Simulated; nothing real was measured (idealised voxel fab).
Process module heading - voxel spacer lines
Section cut is 220 nm wide and gridded with 5 nm square cells.
A cross-section is a grid of square cells, given in bands from the top down. A band is one or more rows of cells. Top height, bottom height, nm. Materials left to right, width each, nm. Single material + "everywhere" = fills band edge to edge. "blank" = empty. Heights are expressed relative to 0, this being the level below which the as-received wafer comprises one material exclusively. The lowest band is unbounded in the downward direction and is denoted as in "0 and below". Graded width ("30 to 40"): value in top row of band = first number; value in bottom row = second number; row-to-row change constant. A step reported as "remains unaltered" is a step in which no cell of the cross-section changed. You'll see "Unvented cavities" listing empty spaces that have no way open to the top, as long as they're 8 cells or more; the notation is width x height at distance, where the distance is from the left edge, and all of it is in nm. What comes after the settings on a step's line is commentary from the simulator itself on that step. Among the settings permitted on a step's line is "overlay nm"; applied to a step with a mask, it specifies the extent to which the mask lay to the right of its planned position, whereas a negative figure signifies a position to the left.
### Process steps (planned)
step 1: RECEIVE | material Si
step 2: CONFORMAL_DEP | material Al2O3 | thk nm 5
step 3: DIRECTIONAL_DEP | material polySi | thk nm 15
step 4: DIRECTIONAL_DEP | material aC | thk nm 30
step 5: PATTERN | tone cover | mask id MANDREL | material resist | width nm 25 | pitch nm 80 | thk nm 40 | overlay nm 0
step 6: DIRECTIONAL_ETCH | etch materials aC | depth nm 30
step 7: STRIP | etch materials resist
step 8: CONFORMAL_DEP | material SiN | thk nm 15
step 9: DIRECTIONAL_ETCH | etch materials SiN | depth nm 15
step 10: STRIP | etch materials aC
step 11: DIRECTIONAL_ETCH | etch materials polySi | depth nm 15
step 12: STRIP | etch materials SiN
### The cross-section here shows the wafer as received, i.e. in its state after step 1
0 and below = Si everywhere
Unvented cavities: none
### Here's the cross-section of the first of our two wafers at the end of the module - it ran as planned
20 down to 5 = 15 nm polySi; 25 nm blank; 15 nm polySi; 25 nm blank; 15 nm polySi; 25 nm blank; 15 nm polySi; 25 nm blank; 15 nm polySi; 25 nm blank; 15 nm polySi; 5 nm blank
5 down to 0 = Al2O3 everywhere
0 and below = Si everywhere
Unvented cavities: none
### Second wafer cross-section at end of module - shared start and plan with the first, one mistake in the run
20 down to 5 = 5 nm blank; 10 nm polySi; 25 nm blank; 10 nm polySi; 35 nm blank; 10 nm polySi; 25 nm blank; 10 nm polySi; 35 nm blank; 10 nm polySi; 25 nm blank; 10 nm polySi; 10 nm blank
5 down to 0 = Al2O3 everywhere
0 and below = Si everywhere
Unvented cavities: none
Short version of what went wrong: step 8 deviated from plan and actually ran as CONFORMAL_DEP | material SiN | thk nm 10
Final difference in cells, second wafer against first, listed per material as more or fewer: polySi: 18 fewer
